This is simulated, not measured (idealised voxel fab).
This section sets out a process module, namely voxel fin reveal.
Each square cell in cross-section cut measures 5 nm, and the section as a whole is 265 nm wide.
Cross-section spec: square-cell grid; bands listed top down; each band is one or more rows.
What a band's entry tells you: where the top is and where the bottom is, as heights in nm, and after that what lies inside, material by material from left to right, each with its width in nm. Empty space is written as the word "air", and a single material marked with the word "everywhere" occupies the band from edge to edge.
The level at which height equals 0 is the one under which the wafer, as it arrives, is entirely one material. No lower edge exists for the bottom band, which continues downward and is notated as in "z 0 and below".
Top row gets the first number, bottom row gets the second, and each row in between changes by the same step: that is how a band width like "30->40" works.
Any step labelled "no alterations made" changed none of the cells in the cross-section.
Sealed internal cavities: empty space of 8 cells or more with no open way to the top, each as width x height at its distance from the left edge, in nm
Formally, on a step line, whatever follows the settings is a remark that the simulator itself makes on the step.
"overlay nm" answers the question of how far to the right of plan the mask lay on a step that has a mask, and when it is negative the answer is to the left.

**Steps in the process plan**
1 RECEIVE [material Si]
2 CONFORMAL_DEP [material SiN] [thk nm 5]
3 PATTERN [tone cover] [mask id FINS] [material resist] [width nm 15] [pitch nm 45] [thk nm 15] [overlay nm 0]
4 DIRECTIONAL_ETCH [etch materials SiN] [depth nm 5]
5 DIRECTIONAL_ETCH [etch materials Si] [depth nm 20]
6 STRIP [etch materials resist]
7 OXIDIZE [depth nm 5]
8 FILL_DEP [material SiO2] [thk nm 15]
9 CMP [height nm 5]
10 SELECTIVE_ETCH [etch materials SiO2] [depth nm 15]
11 STRIP [etch materials SiN]
12 CONFORMAL_DEP [material SiO2] [thk nm 5]
For this document, wafers share an identical start and vary in the step 5 depth nm; the plan quotes the first wafer's value.

**Step 1 complete: as-received cross-section of the first of several wafers**
> z 0 and below | Si everywhere
> Sealed internal cavities: none

**Last step of the module is step 12; after it, the first of several wafers in cross-section**
> z 5 to 0 | air 55 nm  SiO2 15 nm  air 30 nm  SiO2 15 nm  air 30 nm  SiO2 15 nm  air 30 nm  SiO2 15 nm  air 60 nm
> z 0 to -5 | air 55 nm  SiO2 5 nm  Si 5 nm  SiO2 5 nm  air 30 nm  SiO2 5 nm  Si 5 nm  SiO2 5 nm  air 30 nm  SiO2 5 nm  Si 5 nm  SiO2 5 nm  air 30 nm  SiO2 5 nm  Si 5 nm  SiO2 5 nm  air 60 nm
> z -5 to -25 | SiO2 60 nm  Si 5 nm  SiO2 40 nm  Si 5 nm  SiO2 40 nm  Si 5 nm  SiO2 40 nm  Si 5 nm  SiO2 65 nm
> z -25 and below | Si everywhere
> Sealed internal cavities: none

**Cross-section of the last wafer at end of module**
> z 5 to 0 | air 55 nm  SiO2 15 nm  air 30 nm  SiO2 15 nm  air 30 nm  SiO2 15 nm  air 30 nm  SiO2 15 nm  air 60 nm
> z 0 to -5 | air 55 nm  SiO2 5 nm  Si 5 nm  SiO2 5 nm  air 30 nm  SiO2 5 nm  Si 5 nm  SiO2 5 nm  air 30 nm  SiO2 5 nm  Si 5 nm  SiO2 5 nm  air 30 nm  SiO2 5 nm  Si 5 nm  SiO2 5 nm  air 60 nm
> z -5 to -50 | SiO2 60 nm  Si 5 nm  SiO2 40 nm  Si 5 nm  SiO2 40 nm  Si 5 nm  SiO2 40 nm  Si 5 nm  SiO2 65 nm
> z -50 and below | Si everywhere
> Sealed internal cavities: none

**wafer rows; end of module; cells per material since receipt: (+) gained, (-) lost; then closed voids**
depth nm 20 | -245 Si | +216 SiO2 | Sealed internal cavities: none
depth nm 25 | -294 Si | +265 SiO2 | Sealed internal cavities: none
depth nm 30 | -343 Si | +314 SiO2 | Sealed internal cavities: none
depth nm 35 | -392 Si | +363 SiO2 | Sealed internal cavities: none
depth nm 40 | -441 Si | +412 SiO2 | Sealed internal cavities: none
depth nm 45 | -490 Si | +461 SiO2 | Sealed internal cavities: none
